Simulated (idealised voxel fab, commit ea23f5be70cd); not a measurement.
Name of the process module below: voxel double patterning
Section cut is 190 nm wide and gridded with 5 nm square cells.
Throughout this document, each cross-section is represented as a grid of square cells and is presented as a sequence of bands enumerated from the top downward, where a band comprises one or more rows of cells. Heads up on the band format: heights come first, top then bottom, in nm. After that it's the materials left to right, each with its width in nm. A single material flagged "edge to edge" fills the whole band edge to edge, and "air" means there's empty space there. Basically, 0 is our baseline, since under it the wafer straight out of the box is all one material. The bottom band has no lower end and keeps on going down, so it looks like "from 0 down". Graded width ("30 to 40"): value in top row of band = first number; value in bottom row = second number; row-to-row change constant. Step note "no alteration" = no cross-section cell changed. Under "Voids lacking openings" you'll find the enclosed gaps, the ones with no way out to the top, that are 8 cells or bigger; each reads width x height at distance, with distance counted from the left edge, everything in nm. Text after the settings on a step's line: the simulator's own remark on that step. overlay nm: right-of-plan distance of the mask on a masked step; negative values mean left-of-plan.
## Steps planned for the process
1,RECEIVE, material Si
2,CONFORMAL_DEP, material SiO2, thk nm 10
3,DIRECTIONAL_DEP, material polySi, thk nm 15
4,DIRECTIONAL_DEP, material SiN, thk nm 5
5,DIRECTIONAL_DEP, material aC, thk nm 10
6,PATTERN, tone open, mask id FIRST, material resist, width nm 15, pitch nm 50, thk nm 30, overlay nm 0
7,DIRECTIONAL_ETCH, etch materials aC, depth nm 10
8,STRIP, etch materials resist
9,DIRECTIONAL_ETCH, etch materials SiN, depth nm 5
10,STRIP, etch materials aC
11,MASKED_ETCH, tone open, mask id SECOND, width nm 15, pitch nm 50, etch materials SiN, depth nm 5, overlay nm 0
12,DIRECTIONAL_ETCH, etch materials polySi, depth nm 15
13,STRIP, etch materials SiN
Heads up: all these wafers start the same, and what changes between them is the width nm in step 6. The value you see in the plan is just what the first wafer got.
## First of several wafers (as received, post step 1), cross-sectional view
	from 0 down = Si edge to edge
	Voids lacking openings: none
## Quick key for the table: a row per wafer, taken at the end of the module. For each material it tells you how many cells the wafer gained (+) or lost (-) since it came in, and the closed voids come after
width nm 15; +76 SiO2; +69 polySi; Voids lacking openings: none
width nm 20; +76 SiO2; +60 polySi; Voids lacking openings: none
width nm 25; +76 SiO2; +51 polySi; Voids lacking openings: none
width nm 30; +76 SiO2; +42 polySi; Voids lacking openings: none
